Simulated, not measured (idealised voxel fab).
process module | voxel transistor to metal
cross-section cut | 250 nm wide | cells 5 nm
A cross-section is a grid of square cells, given in bands from the top down. A band is one or more rows of cells.
Each band's line starts with the height of the band's top and of its bottom, in nm. Then come its materials from left to right, each with its width in nm. One material with "throughout" fills the band from edge to edge. "air" is empty space.
Height 0 is the level under which the wafer as received is all one material. The lowest band goes on downwards, as in "0 down".
A width such as "30 to 40" changes by the same amount from each row of cells to the next, from the band's top row to its bottom row.
"no change" after a step means that no cell of the cross-section changed.
closed voids: empty space of 8 cells or more with no open way to the top, each as width x height at its distance from the left edge, in nm
after a step's settings: what the simulator itself notes on the step
overlay nm, on a step with a mask: how far to the right of its planned place the mask lay; to the left if negative
Each pair below shows a cross-section before one step and the cross-section after it, down to the lowest band that changed. The line under each pair gives the step between them, with its settings. The pairs can come from different runs of this module on the same starting wafer, so a pair continues from the pair above only where its "before" says so.
before
  35 to 25: SiO2 50 | SiN 5 | SiCN 20 | SiN 5 | SiO2 90 | SiN 5 | SiCN 20 | SiN 5 | SiO2 50
  25 to 5: SiO2 50 | SiN 5 | polySi 20 | SiN 5 | SiO2 90 | SiN 5 | polySi 20 | SiN 5 | SiO2 50
  5 to -5: SiO2 35 | pSi 15 | SiN 5 | polySi 20 | SiN 5 | pSi 15 | SiO2 60 | pSi 15 | SiN 5 | polySi 20 | SiN 5 | pSi 15 | SiO2 35
  -5 to -10: SiO2 35 | pSi 15 | SiN 5 | SiO2 20 | SiN 5 | pSi 15 | SiO2 60 | pSi 15 | SiN 5 | SiO2 20 | SiN 5 | pSi 15 | SiO2 35
  -10 to -15: SiO2 15 | pSi 35 | Si 30 | pSi 35 | SiO2 20 | pSi 35 | Si 30 | pSi 35 | SiO2 15
  -15 to -25: SiO2 20 | pSi 30 | Si 30 | pSi 30 | SiO2 30 | pSi 30 | Si 30 | pSi 30 | SiO2 20
  -25 to -45: SiO2 20 | Si 90 | SiO2 30 | Si 90 | SiO2 20
  -45 down: Si throughout
  closed voids: none
after
  50 to 35: SiO2 throughout
  below 35: unchanged
  closed voids: none
the step between: op DIRECTIONAL_DEP | material SiO2 | thk nm 15
before: the cross-section after the pair above
after
  50 to 35: SiO2 20 | air 20 | SiO2 50 | air 20 | SiO2 30 | air 20 | SiO2 50 | air 20 | SiO2 20
  35 to 25: SiO2 20 | air 20 | SiO2 10 | SiN 5 | SiCN 20 | SiN 5 | SiO2 10 | air 20 | SiO2 30 | air 20 | SiO2 10 | SiN 5 | SiCN 20 | SiN 5 | SiO2 10 | air 20 | SiO2 20
  25 to 5: SiO2 20 | air 20 | SiO2 10 | SiN 5 | polySi 20 | SiN 5 | SiO2 10 | air 20 | SiO2 30 | air 20 | SiO2 10 | SiN 5 | polySi 20 | SiN 5 | SiO2 10 | air 20 | SiO2 20
  5 to -5: SiO2 20 | air 15 | pSi 15 | SiN 5 | polySi 20 | SiN 5 | pSi 15 | air 15 | SiO2 30 | air 15 | pSi 15 | SiN 5 | polySi 20 | SiN 5 | pSi 15 | air 15 | SiO2 20
  -5 to -10: SiO2 20 | air 15 | pSi 15 | SiN 5 | SiO2 20 | SiN 5 | pSi 15 | air 15 | SiO2 30 | air 15 | pSi 15 | SiN 5 | SiO2 20 | SiN 5 | pSi 15 | air 15 | SiO2 20
  below -10: unchanged
  closed voids: none
the step between: op MASKED_ETCH | tone open | mask id CONTACT | width nm 20 | etch materials SiO2 | depth nm 60 | overlay nm 0
before: the cross-section after the pair above
after
  55 to 50: TiN 25 | air 10 | TiN 60 | air 10 | TiN 40 | air 10 | TiN 60 | air 10 | TiN 25
  50 to 35: SiO2 20 | TiN 5 | air 10 | TiN 5 | SiO2 50 | TiN 5 | air 10 | TiN 5 | SiO2 30 | TiN 5 | air 10 | TiN 5 | SiO2 50 | TiN 5 | air 10 | TiN 5 | SiO2 20
  35 to 25: SiO2 20 | TiN 5 | air 10 | TiN 5 | SiO2 10 | SiN 5 | SiCN 20 | SiN 5 | SiO2 10 | TiN 5 | air 10 | TiN 5 | SiO2 30 | TiN 5 | air 10 | TiN 5 | SiO2 10 | SiN 5 | SiCN 20 | SiN 5 | SiO2 10 | TiN 5 | air 10 | TiN 5 | SiO2 20
  25 to 10: SiO2 20 | TiN 5 | air 10 | TiN 5 | SiO2 10 | SiN 5 | polySi 20 | SiN 5 | SiO2 10 | TiN 5 | air 10 | TiN 5 | SiO2 30 | TiN 5 | air 10 | TiN 5 | SiO2 10 | SiN 5 | polySi 20 | SiN 5 | SiO2 10 | TiN 5 | air 10 | TiN 5 | SiO2 20
  10 to 5: SiO2 20 | TiN 5 | air 5 | TiN 10 | SiO2 10 | SiN 5 | polySi 20 | SiN 5 | SiO2 10 | TiN 10 | air 5 | TiN 5 | SiO2 30 | TiN 5 | air 5 | TiN 10 | SiO2 10 | SiN 5 | polySi 20 | SiN 5 | SiO2 10 | TiN 10 | air 5 | TiN 5 | SiO2 20
  5 to -5: SiO2 20 | TiN 5 | air 5 | TiN 5 | pSi 15 | SiN 5 | polySi 20 | SiN 5 | pSi 15 | TiN 5 | air 5 | TiN 5 | SiO2 30 | TiN 5 | air 5 | TiN 5 | pSi 15 | SiN 5 | polySi 20 | SiN 5 | pSi 15 | TiN 5 | air 5 | TiN 5 | SiO2 20
  -5 to -10: SiO2 20 | TiN 15 | pSi 15 | SiN 5 | SiO2 20 | SiN 5 | pSi 15 | TiN 15 | SiO2 30 | TiN 15 | pSi 15 | SiN 5 | SiO2 20 | SiN 5 | pSi 15 | TiN 15 | SiO2 20
  below -10: unchanged
  closed voids: none
the step between: op CONFORMAL_DEP | material TiN | thk nm 5
before: the cross-section after the pair above
after
  65 to 55: Ru throughout
  55 to 50: TiN 25 | Ru 10 | TiN 60 | Ru 10 | TiN 40 | Ru 10 | TiN 60 | Ru 10 | TiN 25
  50 to 35: SiO2 20 | TiN 5 | Ru 10 | TiN 5 | SiO2 50 | TiN 5 | Ru 10 | TiN 5 | SiO2 30 | TiN 5 | Ru 10 | TiN 5 | SiO2 50 | TiN 5 | Ru 10 | TiN 5 | SiO2 20
  35 to 25: SiO2 20 | TiN 5 | Ru 10 | TiN 5 | SiO2 10 | SiN 5 | SiCN 20 | SiN 5 | SiO2 10 | TiN 5 | Ru 10 | TiN 5 | SiO2 30 | TiN 5 | Ru 10 | TiN 5 | SiO2 10 | SiN 5 | SiCN 20 | SiN 5 | SiO2 10 | TiN 5 | Ru 10 | TiN 5 | SiO2 20
  25 to 10: SiO2 20 | TiN 5 | Ru 10 | TiN 5 | SiO2 10 | SiN 5 | polySi 20 | SiN 5 | SiO2 10 | TiN 5 | Ru 10 | TiN 5 | SiO2 30 | TiN 5 | Ru 10 | TiN 5 | SiO2 10 | SiN 5 | polySi 20 | SiN 5 | SiO2 10 | TiN 5 | Ru 10 | TiN 5 | SiO2 20
  10 to 5: SiO2 20 | TiN 5 | Ru 5 | TiN 10 | SiO2 10 | SiN 5 | polySi 20 | SiN 5 | SiO2 10 | TiN 10 | Ru 5 | TiN 5 | SiO2 30 | TiN 5 | Ru 5 | TiN 10 | SiO2 10 | SiN 5 | polySi 20 | SiN 5 | SiO2 10 | TiN 10 | Ru 5 | TiN 5 | SiO2 20
  5 to -5: SiO2 20 | TiN 5 | Ru 5 | TiN 5 | pSi 15 | SiN 5 | polySi 20 | SiN 5 | pSi 15 | TiN 5 | Ru 5 | TiN 5 | SiO2 30 | TiN 5 | Ru 5 | TiN 5 | pSi 15 | SiN 5 | polySi 20 | SiN 5 | pSi 15 | TiN 5 | Ru 5 | TiN 5 | SiO2 20
  below -5: unchanged
  closed voids: none
the step between: op FILL_DEP | material Ru | thk nm 10
before: the cross-section after the pair above
after
  50 to 35: SiO2 20 | TiN 5 | Ru 10 | TiN 5 | SiO2 50 | TiN 5 | Ru 10 | TiN 5 | SiO2 30 | TiN 5 | Ru 10 | TiN 5 | SiO2 50 | TiN 5 | Ru 10 | TiN 5 | SiO2 20
  below 35: unchanged
  closed voids: none
the step between: op CMP | height nm 50
before: the cross-section after the pair above
after
  55 to 50: SiN throughout
  below 50: unchanged
  closed voids: none
the step between: op CONFORMAL_DEP | material SiN | thk nm 5
before: the cross-section after the pair above
after
  80 to 55: lowk throughout
  below 55: unchanged
  closed voids: none
the step between: op DIRECTIONAL_DEP | material lowk | thk nm 25
before: the cross-section after the pair above
after
  90 to 80: aC throughout
  below 80: unchanged
  closed voids: none
the step between: op DIRECTIONAL_DEP | material aC | thk nm 10
before: the cross-section after the pair above
after
  115 to 90: resist 20 | air 20 | resist 50 | air 20 | resist 30 | air 20 | resist 50 | air 20 | resist 20
  below 90: unchanged
  closed voids: none
the step between: op PATTERN | tone open | mask id METAL_1 | material resist | width nm 20 | thk nm 25 | overlay nm 0
before: the cross-section after the pair above
after
  105 to 90: resist 20 | air 20 | resist 50 | air 20 | resist 30 | air 20 | resist 50 | air 20 | resist 20
  90 to 80: aC 20 | air 20 | aC 50 | air 20 | aC 30 | air 20 | aC 50 | air 20 | aC 20
  below 80: unchanged
  closed voids: none
the step between: op DIRECTIONAL_ETCH | etch materials aC | depth nm 10
before: the cross-section after the pair above
after
  90 to 80: aC 20 | air 20 | aC 50 | air 20 | aC 30 | air 20 | aC 50 | air 20 | aC 20
  below 80: unchanged
  closed voids: none
the step between: op STRIP | etch materials resist
before: the cross-section after the pair above
after
  90 to 80: aC 20 | air 20 | aC 50 | air 20 | aC 30 | air 20 | aC 50 | air 20 | aC 20
  80 to 55: lowk 20 | air 20 | lowk 50 | air 20 | lowk 30 | air 20 | lowk 50 | air 20 | lowk 20
  below 55: unchanged
  closed voids: none
the step between: op DIRECTIONAL_ETCH | etch materials lowk | depth nm 25
before: the cross-section after the pair above
after
  90 to 80: aC 20 | air 20 | aC 50 | air 20 | aC 30 | air 20 | aC 50 | air 20 | aC 20
  80 to 55: lowk 20 | air 20 | lowk 50 | air 20 | lowk 30 | air 20 | lowk 50 | air 20 | lowk 20
  55 to 50: SiN 20 | air 20 | SiN 50 | air 20 | SiN 30 | air 20 | SiN 50 | air 20 | SiN 20
  below 50: unchanged
  closed voids: none
the step between: op DIRECTIONAL_ETCH | etch materials SiN | depth nm 5
before: the cross-section after the pair above
after
  80 to 55: lowk 20 | air 20 | lowk 50 | air 20 | lowk 30 | air 20 | lowk 50 | air 20 | lowk 20
  below 55: unchanged
  closed voids: none
the step between: op STRIP | etch materials aC
before: the cross-section after the pair above
after
  85 to 80: TiN 25 | air 10 | TiN 60 | air 10 | TiN 40 | air 10 | TiN 60 | air 10 | TiN 25
  80 to 55: lowk 20 | TiN 5 | air 10 | TiN 5 | lowk 50 | TiN 5 | air 10 | TiN 5 | lowk 30 | TiN 5 | air 10 | TiN 5 | lowk 50 | TiN 5 | air 10 | TiN 5 | lowk 20
  55 to 50: SiN 20 | TiN 20 | SiN 50 | TiN 20 | SiN 30 | TiN 20 | SiN 50 | TiN 20 | SiN 20
  below 50: unchanged
  closed voids: none
the step between: op CONFORMAL_DEP | material TiN | thk nm 5
before: the cross-section after the pair above
after
  90 to 85: Cu throughout
  85 to 80: TiN 25 | Cu 10 | TiN 60 | Cu 10 | TiN 40 | Cu 10 | TiN 60 | Cu 10 | TiN 25
  80 to 55: lowk 20 | TiN 5 | Cu 10 | TiN 5 | lowk 50 | TiN 5 | Cu 10 | TiN 5 | lowk 30 | TiN 5 | Cu 10 | TiN 5 | lowk 50 | TiN 5 | Cu 10 | TiN 5 | lowk 20
  below 55: unchanged
  closed voids: none
the step between: op FILL_DEP | material Cu | thk nm 5
before: the cross-section after the pair above
after
  80 to 55: lowk 20 | TiN 5 | Cu 10 | TiN 5 | lowk 50 | TiN 5 | Cu 10 | TiN 5 | lowk 30 | TiN 5 | Cu 10 | TiN 5 | lowk 50 | TiN 5 | Cu 10 | TiN 5 | lowk 20
  below 55: unchanged
  closed voids: none
the step between: op CMP | height nm 80
before: the cross-section after the pair above
after
  85 to 80: SiCN throughout
  below 80: unchanged
  closed voids: none
the step between: op CONFORMAL_DEP | material SiCN | thk nm 5
before: the cross-section after the pair above
after
  110 to 85: lowk throughout
  below 85: unchanged
  closed voids: none
the step between: op DIRECTIONAL_DEP | material lowk | thk nm 25
before: the cross-section after the pair above
after
  130 to 110: resist 20 | air 20 | resist 100 | air 20 | resist 90
  below 110: unchanged
  closed voids: none
the step between: op PATTERN | tone open | mask id METAL_2 | material resist | width nm 20 | pitch nm 120 | thk nm 20 | overlay nm 0
before: the cross-section after the pair above
after
  130 to 110: resist 20 | air 20 | resist 100 | air 20 | resist 90
  110 to 95: lowk 20 | air 20 | lowk 100 | air 20 | lowk 90
  below 95: unchanged
  closed voids: none
the step between: op DIRECTIONAL_ETCH | etch materials lowk | depth nm 15
before: the cross-section after the pair above
after
  110 to 95: lowk 20 | air 20 | lowk 100 | air 20 | lowk 90
  below 95: unchanged
  closed voids: none
the step between: op STRIP | etch materials resist
before: the cross-section after the pair above
after
  130 to 110: resist 20 | air 15 | resist 105 | air 15 | resist 95
  110 to 95: lowk 20 | air 15 | resist 5 | lowk 100 | air 15 | resist 5 | lowk 90
  below 95: unchanged
  closed voids: none
the step between: op PATTERN | tone open | mask id METAL_2_HOLES | material resist | width nm 15 | pitch nm 120 | thk nm 20 | overlay nm 0
before: the cross-section after the pair above
after
  130 to 110: resist 20 | air 15 | resist 105 | air 15 | resist 95
  110 to 95: lowk 20 | air 15 | resist 5 | lowk 100 | air 15 | resist 5 | lowk 90
  95 to 85: lowk 20 | air 15 | lowk 105 | air 15 | lowk 95
  below 85: unchanged
  closed voids: none
the step between: op DIRECTIONAL_ETCH | etch materials lowk | depth nm 10
before: the cross-section after the pair above
after
  130 to 110: resist 20 | air 15 | resist 105 | air 15 | resist 95
  110 to 95: lowk 20 | air 15 | resist 5 | lowk 100 | air 15 | resist 5 | lowk 90
  95 to 85: lowk 20 | air 15 | lowk 105 | air 15 | lowk 95
  85 to 80: SiCN 20 | air 15 | SiCN 105 | air 15 | SiCN 95
  below 80: unchanged
  closed voids: none
the step between: op DIRECTIONAL_ETCH | etch materials SiCN | depth nm 5
before: the cross-section after the pair above
after
  110 to 95: lowk 20 | air 20 | lowk 100 | air 20 | lowk 90
  below 95: unchanged
  closed voids: none
the step between: op STRIP | etch materials resist
before: the cross-section after the pair above
after
  115 to 110: TiN 25 | air 10 | TiN 110 | air 10 | TiN 95
  110 to 100: lowk 20 | TiN 5 | air 10 | TiN 5 | lowk 100 | TiN 5 | air 10 | TiN 5 | lowk 90
  100 to 95: lowk 20 | TiN 5 | air 5 | TiN 10 | lowk 100 | TiN 5 | air 5 | TiN 10 | lowk 90
  95 to 85: lowk 20 | TiN 5 | air 5 | TiN 5 | lowk 105 | TiN 5 | air 5 | TiN 5 | lowk 95
  85 to 80: SiCN 20 | TiN 15 | SiCN 105 | TiN 15 | SiCN 95
  below 80: unchanged
  closed voids: none
the step between: op CONFORMAL_DEP | material TiN | thk nm 5
before: the cross-section after the pair above
after
  125 to 115: Cu throughout
  115 to 110: TiN 25 | Cu 10 | TiN 110 | Cu 10 | TiN 95
  110 to 100: lowk 20 | TiN 5 | Cu 10 | TiN 5 | lowk 100 | TiN 5 | Cu 10 | TiN 5 | lowk 90
  100 to 95: lowk 20 | TiN 5 | Cu 5 | TiN 10 | lowk 100 | TiN 5 | Cu 5 | TiN 10 | lowk 90
  95 to 85: lowk 20 | TiN 5 | Cu 5 | TiN 5 | lowk 105 | TiN 5 | Cu 5 | TiN 5 | lowk 95
  below 85: unchanged
  closed voids: none
the step between: op FILL_DEP | material Cu | thk nm 10
before: the cross-section after the pair above
after
  110 to 100: lowk 20 | TiN 5 | Cu 10 | TiN 5 | lowk 100 | TiN 5 | Cu 10 | TiN 5 | lowk 90
  below 100: unchanged
  closed voids: none
the step between: op CMP | height nm 110
before: the cross-section after the pair above
after
  115 to 110: SiN throughout
  below 110: unchanged
  closed voids: none
the step between: op CONFORMAL_DEP | material SiN | thk nm 5
before
  110 to 85: lowk throughout
  85 to 80: SiCN throughout
  80 to 55: lowk 20 | TiN 5 | Cu 10 | TiN 5 | lowk 50 | TiN 5 | Cu 10 | TiN 5 | lowk 30 | TiN 5 | Cu 10 | TiN 5 | lowk 50 | TiN 5 | Cu 10 | TiN 5 | lowk 20
  55 to 50: SiN 20 | TiN 20 | SiN 50 | TiN 20 | SiN 30 | TiN 20 | SiN 50 | TiN 20 | SiN 20
  50 to 35: SiO2 20 | TiN 5 | Ru 10 | TiN 5 | SiO2 50 | TiN 5 | Ru 10 | TiN 5 | SiO2 30 | TiN 5 | Ru 10 | TiN 5 | SiO2 50 | TiN 5 | Ru 10 | TiN 5 | SiO2 20
  35 to 25: SiO2 20 | TiN 5 | Ru 10 | TiN 5 | SiO2 5 | SiN 5 | SiO2 5 | SiCN 20 | SiO2 5 | SiN 5 | SiO2 5 | TiN 5 | Ru 10 | TiN 5 | SiO2 30 | TiN 5 | Ru 10 | TiN 5 | SiO2 5 | SiN 5 | SiO2 5 | SiCN 20 | SiO2 5 | SiN 5 | SiO2 5 | TiN 5 | Ru 10 | TiN 5 | SiO2 20
  25 to 10: SiO2 20 | TiN 5 | Ru 10 | TiN 5 | SiO2 5 | SiN 5 | SiO2 5 | polySi 20 | SiO2 5 | SiN 5 | SiO2 5 | TiN 5 | Ru 10 | TiN 5 | SiO2 30 | TiN 5 | Ru 10 | TiN 5 | SiO2 5 | SiN 5 | SiO2 5 | polySi 20 | SiO2 5 | SiN 5 | SiO2 5 | TiN 5 | Ru 10 | TiN 5 | SiO2 20
  10 to 5: SiO2 20 | TiN 20 | SiO2 5 | SiN 5 | SiO2 5 | polySi 20 | SiO2 5 | SiN 5 | SiO2 5 | TiN 20 | SiO2 30 | TiN 20 | SiO2 5 | SiN 5 | SiO2 5 | polySi 20 | SiO2 5 | SiN 5 | SiO2 5 | TiN 20 | SiO2 20
  5 to -5: SiO2 20 | TiN 10 | pSi 15 | SiN 5 | SiO2 5 | polySi 20 | SiO2 5 | SiN 5 | pSi 15 | TiN 10 | SiO2 30 | TiN 10 | pSi 15 | SiN 5 | SiO2 5 | polySi 20 | SiO2 5 | SiN 5 | pSi 15 | TiN 10 | SiO2 20
  -5 to -10: SiO2 20 | TiN 10 | pSi 15 | SiO2 40 | pSi 15 | TiN 10 | SiO2 30 | TiN 10 | pSi 15 | SiO2 40 | pSi 15 | TiN 10 | SiO2 20
  -10 to -25: SiO2 20 | pSi 25 | Si 40 | pSi 25 | SiO2 30 | pSi 25 | Si 40 | pSi 25 | SiO2 20
  -25 to -45: SiO2 20 | Si 90 | SiO2 30 | Si 90 | SiO2 20
  -45 down: Si throughout
  closed voids: none
after
  135 to 85: lowk throughout
  below 85: unchanged
  closed voids: none
the step between: op DIRECTIONAL_DEP | material lowk | thk nm 25
before: the cross-section after the pair above
after
  155 to 135: resist 20 | air 20 | resist 100 | air 20 | resist 90
  below 135: unchanged
  closed voids: none
the step between: op PATTERN | tone open | mask id METAL_2 | material resist | width nm 20 | pitch nm 120 | thk nm 20 | overlay nm 0
before: the cross-section after the pair above
after
  155 to 135: resist 20 | air 20 | resist 100 | air 20 | resist 90
  135 to 120: lowk 20 | air 20 | lowk 100 | air 20 | lowk 90
  below 120: unchanged
  closed voids: none
the step between: op DIRECTIONAL_ETCH | etch materials lowk | depth nm 15
before: the cross-section after the pair above
after
  135 to 120: lowk 20 | air 20 | lowk 100 | air 20 | lowk 90
  below 120: unchanged
  closed voids: none
the step between: op STRIP | etch materials resist
before: the cross-section after the pair above
after
  155 to 135: resist 20 | air 15 | resist 105 | air 15 | resist 95
  135 to 120: lowk 20 | air 15 | resist 5 | lowk 100 | air 15 | resist 5 | lowk 90
  below 120: unchanged
  closed voids: none
the step between: op PATTERN | tone open | mask id METAL_2_HOLES | material resist | width nm 15 | pitch nm 120 | thk nm 20 | overlay nm 0
before: the cross-section after the pair above
after
  155 to 135: resist 20 | air 15 | resist 105 | air 15 | resist 95
  135 to 120: lowk 20 | air 15 | resist 5 | lowk 100 | air 15 | resist 5 | lowk 90
  120 to 110: lowk 20 | air 15 | lowk 105 | air 15 | lowk 95
  below 110: unchanged
  closed voids: none
the step between: op DIRECTIONAL_ETCH | etch materials lowk | depth nm 10
before: the cross-section after the pair above
after
  135 to 120: lowk 20 | air 20 | lowk 100 | air 20 | lowk 90
  below 120: unchanged
  closed voids: none
the step between: op STRIP | etch materials resist
before: the cross-section after the pair above
after
  140 to 135: TiN 25 | air 10 | TiN 110 | air 10 | TiN 95
  135 to 125: lowk 20 | TiN 5 | air 10 | TiN 5 | lowk 100 | TiN 5 | air 10 | TiN 5 | lowk 90
  125 to 115: lowk 20 | TiN 5 | air 5 | TiN 10 to 5 | lowk 100 to 105 | TiN 5 | air 5 | TiN 10 to 5 | lowk 90 to 95
  115 to 110: lowk 20 | TiN 15 | lowk 105 | TiN 15 | lowk 95
  below 110: unchanged
  closed voids: none
the step between: op CONFORMAL_DEP | material TiN | thk nm 5
before: the cross-section after the pair above
after
  150 to 140: Cu throughout
  140 to 135: TiN 25 | Cu 10 | TiN 110 | Cu 10 | TiN 95
  135 to 125: lowk 20 | TiN 5 | Cu 10 | TiN 5 | lowk 100 | TiN 5 | Cu 10 | TiN 5 | lowk 90
  125 to 115: lowk 20 | TiN 5 | Cu 5 | TiN 10 to 5 | lowk 100 to 105 | TiN 5 | Cu 5 | TiN 10 to 5 | lowk 90 to 95
  below 115: unchanged
  closed voids: none
the step between: op FILL_DEP | material Cu | thk nm 10
before: the cross-section after the pair above
after
  110 to 85: lowk throughout
  below 85: unchanged
  closed voids: none
the step between: op CMP | height nm 110
before: the cross-section after the pair above
after
  115 to 110: SiN throughout
  below 110: unchanged
  closed voids: none
the step between: op CONFORMAL_DEP | material SiN | thk nm 5
before
  80 to 55: lowk 20 | TiN 5 | Cu 10 | TiN 5 | lowk 50 | TiN 5 | Cu 10 | TiN 5 | lowk 30 | TiN 5 | Cu 10 | TiN 5 | lowk 50 | TiN 5 | Cu 10 | TiN 5 | lowk 20
  55 to 50: SiN 20 | TiN 20 | SiN 50 | TiN 20 | SiN 30 | TiN 20 | SiN 50 | TiN 20 | SiN 20
  50 to 35: SiO2 20 | TiN 5 | Ru 10 | TiN 5 | SiO2 50 | TiN 5 | Ru 10 | TiN 5 | SiO2 30 | TiN 5 | Ru 10 | TiN 5 | SiO2 50 | TiN 5 | Ru 10 | TiN 5 | SiO2 20
  35 to 25: SiO2 20 | TiN 5 | Ru 10 | TiN 5 | SiO2 5 | SiN 5 | SiO2 5 | SiCN 20 | SiO2 5 | SiN 5 | SiO2 5 | TiN 5 | Ru 10 | TiN 5 | SiO2 30 | TiN 5 | Ru 10 | TiN 5 | SiO2 5 | SiN 5 | SiO2 5 | SiCN 20 | SiO2 5 | SiN 5 | SiO2 5 | TiN 5 | Ru 10 | TiN 5 | SiO2 20
  25 to 10: SiO2 20 | TiN 5 | Ru 10 | TiN 5 | SiO2 5 | SiN 5 | SiO2 5 | polySi 20 | SiO2 5 | SiN 5 | SiO2 5 | TiN 5 | Ru 10 | TiN 5 | SiO2 30 | TiN 5 | Ru 10 | TiN 5 | SiO2 5 | SiN 5 | SiO2 5 | polySi 20 | SiO2 5 | SiN 5 | SiO2 5 | TiN 5 | Ru 10 | TiN 5 | SiO2 20
  10 to 5: SiO2 20 | TiN 20 | SiO2 5 | SiN 5 | SiO2 5 | polySi 20 | SiO2 5 | SiN 5 | SiO2 5 | TiN 20 | SiO2 30 | TiN 20 | SiO2 5 | SiN 5 | SiO2 5 | polySi 20 | SiO2 5 | SiN 5 | SiO2 5 | TiN 20 | SiO2 20
  5 to -5: SiO2 20 | TiN 10 | pSi 15 | SiN 5 | SiO2 5 | polySi 20 | SiO2 5 | SiN 5 | pSi 15 | TiN 10 | SiO2 30 | TiN 10 | pSi 15 | SiN 5 | SiO2 5 | polySi 20 | SiO2 5 | SiN 5 | pSi 15 | TiN 10 | SiO2 20
  -5 to -10: SiO2 20 | TiN 10 | pSi 15 | SiO2 40 | pSi 15 | TiN 10 | SiO2 30 | TiN 10 | pSi 15 | SiO2 40 | pSi 15 | TiN 10 | SiO2 20
  -10 to -25: SiO2 20 | pSi 25 | Si 40 | pSi 25 | SiO2 30 | pSi 25 | Si 40 | pSi 25 | SiO2 20
  -25 to -45: SiO2 20 | Si 90 | SiO2 30 | Si 90 | SiO2 20
  -45 down: Si throughout
  closed voids: none
after
  105 to 80: lowk throughout
  below 80: unchanged
  closed voids: none
the step between: op DIRECTIONAL_DEP | material lowk | thk nm 25
before: the cross-section after the pair above
after
  110 to 105: SiCN throughout
  below 105: unchanged
  closed voids: none
the step between: op CONFORMAL_DEP | material SiCN | thk nm 5
before: the cross-section after the pair above
after
  130 to 110: resist 20 | air 20 | resist 100 | air 20 | resist 90
  below 110: unchanged
  closed voids: none
the step between: op PATTERN | tone open | mask id METAL_2 | material resist | width nm 20 | pitch nm 120 | thk nm 20 | overlay nm 0
before: the cross-section after the pair above
after
  110 to 105: SiCN throughout
  below 105: unchanged
  closed voids: none
the step between: op STRIP | etch materials resist
before: the cross-section after the pair above
after
  130 to 110: resist 20 | air 15 | resist 105 | air 15 | resist 95
  below 110: unchanged
  closed voids: none
the step between: op PATTERN | tone open | mask id METAL_2_HOLES | material resist | width nm 15 | pitch nm 120 | thk nm 20 | overlay nm 0
before: the cross-section after the pair above
after
  130 to 110: resist 20 | air 15 | resist 105 | air 15 | resist 95
  110 to 105: SiCN 20 | air 15 | SiCN 105 | air 15 | SiCN 95
  below 105: unchanged
  closed voids: none
the step between: op DIRECTIONAL_ETCH | etch materials SiCN | depth nm 5
before: the cross-section after the pair above
after
  110 to 105: SiCN 20 | air 15 | SiCN 105 | air 15 | SiCN 95
  below 105: unchanged
  closed voids: none
the step between: op STRIP | etch materials resist
before: the cross-section after the pair above
after
  115 to 110: TiN 25 | air 5 | TiN 115 | air 5 | TiN 100
  110 to 105: SiCN 20 | TiN 15 | SiCN 105 | TiN 15 | SiCN 95
  below 105: unchanged
  closed voids: none
the step between: op CONFORMAL_DEP | material TiN | thk nm 5
before: the cross-section after the pair above
after
  125 to 115: Cu throughout
  115 to 110: TiN 25 | Cu 5 | TiN 115 | Cu 5 | TiN 100
  below 110: unchanged
  closed voids: none
the step between: op FILL_DEP | material Cu | thk nm 10
before: the cross-section after the pair above
after
  110 to 105: SiCN 20 | TiN 15 | SiCN 105 | TiN 15 | SiCN 95
  below 105: unchanged
  closed voids: none
the step between: op CMP | height nm 110
before: the cross-section after the pair above
after
  115 to 110: SiN throughout
  below 110: unchanged
  closed voids: none
the step between: op CONFORMAL_DEP | material SiN | thk nm 5
before
  125 to 115: Cu throughout
  115 to 110: TiN 25 | Cu 10 | TiN 110 | Cu 10 | TiN 95
  110 to 100: lowk 20 | TiN 5 | Cu 10 | TiN 5 | lowk 100 | TiN 5 | Cu 10 | TiN 5 | lowk 90
  100 to 95: lowk 20 | TiN 5 | Cu 5 | TiN 10 | lowk 100 | TiN 5 | Cu 5 | TiN 10 | lowk 90
  95 to 85: lowk 20 | TiN 5 | Cu 5 | TiN 5 | lowk 105 | TiN 5 | Cu 5 | TiN 5 | lowk 95
  85 to 80: SiCN 20 | TiN 15 | SiCN 105 | TiN 15 | SiCN 95
  80 to 55: lowk 20 | TiN 5 | Cu 10 | TiN 5 | lowk 50 | TiN 5 | Cu 10 | TiN 5 | lowk 30 | TiN 5 | Cu 10 | TiN 5 | lowk 50 | TiN 5 | Cu 10 | TiN 5 | lowk 20
  55 to 50: SiN 20 | TiN 20 | SiN 50 | TiN 20 | SiN 30 | TiN 20 | SiN 50 | TiN 20 | SiN 20
  50 to 35: SiO2 20 | TiN 5 | Ru 10 | TiN 5 | SiO2 50 | TiN 5 | Ru 10 | TiN 5 | SiO2 30 | TiN 5 | Ru 10 | TiN 5 | SiO2 50 | TiN 5 | Ru 10 | TiN 5 | SiO2 20
  35 to 25: SiO2 20 | TiN 5 | Ru 10 | TiN 5 | SiO2 5 | SiN 5 | SiO2 5 | SiCN 20 | SiO2 5 | SiN 5 | SiO2 5 | TiN 5 | Ru 10 | TiN 5 | SiO2 30 | TiN 5 | Ru 10 | TiN 5 | SiO2 5 | SiN 5 | SiO2 5 | SiCN 20 | SiO2 5 | SiN 5 | SiO2 5 | TiN 5 | Ru 10 | TiN 5 | SiO2 20
  25 to 10: SiO2 20 | TiN 5 | Ru 10 | TiN 5 | SiO2 5 | SiN 5 | SiO2 5 | polySi 20 | SiO2 5 | SiN 5 | SiO2 5 | TiN 5 | Ru 10 | TiN 5 | SiO2 30 | TiN 5 | Ru 10 | TiN 5 | SiO2 5 | SiN 5 | SiO2 5 | polySi 20 | SiO2 5 | SiN 5 | SiO2 5 | TiN 5 | Ru 10 | TiN 5 | SiO2 20
  10 to 5: SiO2 20 | TiN 20 | SiO2 5 | SiN 5 | SiO2 5 | polySi 20 | SiO2 5 | SiN 5 | SiO2 5 | TiN 20 | SiO2 30 | TiN 20 | SiO2 5 | SiN 5 | SiO2 5 | polySi 20 | SiO2 5 | SiN 5 | SiO2 5 | TiN 20 | SiO2 20
  5 to -5: SiO2 20 | TiN 10 | pSi 15 | SiN 5 | SiO2 5 | polySi 20 | SiO2 5 | SiN 5 | pSi 15 | TiN 10 | SiO2 30 | TiN 10 | pSi 15 | SiN 5 | SiO2 5 | polySi 20 | SiO2 5 | SiN 5 | pSi 15 | TiN 10 | SiO2 20
  -5 to -10: SiO2 20 | TiN 10 | pSi 15 | SiO2 40 | pSi 15 | TiN 10 | SiO2 30 | TiN 10 | pSi 15 | SiO2 40 | pSi 15 | TiN 10 | SiO2 20
  -10 to -25: SiO2 20 | pSi 25 | Si 40 | pSi 25 | SiO2 30 | pSi 25 | Si 40 | pSi 25 | SiO2 20
  -25 to -45: SiO2 20 | Si 90 | SiO2 30 | Si 90 | SiO2 20
  -45 down: Si throughout
  closed voids: none
after
  105 to 95: lowk 20 | TiN 5 | Cu 10 to 5 | TiN 5 to 10 | lowk 100 | TiN 5 | Cu 10 to 5 | TiN 5 to 10 | lowk 90
  below 95: unchanged
  closed voids: none
the step between: op CMP | height nm 105
before: the cross-section after the pair above
after
  110 to 105: SiN throughout
  below 105: unchanged
  closed voids: none
the step between: op CONFORMAL_DEP | material SiN | thk nm 5
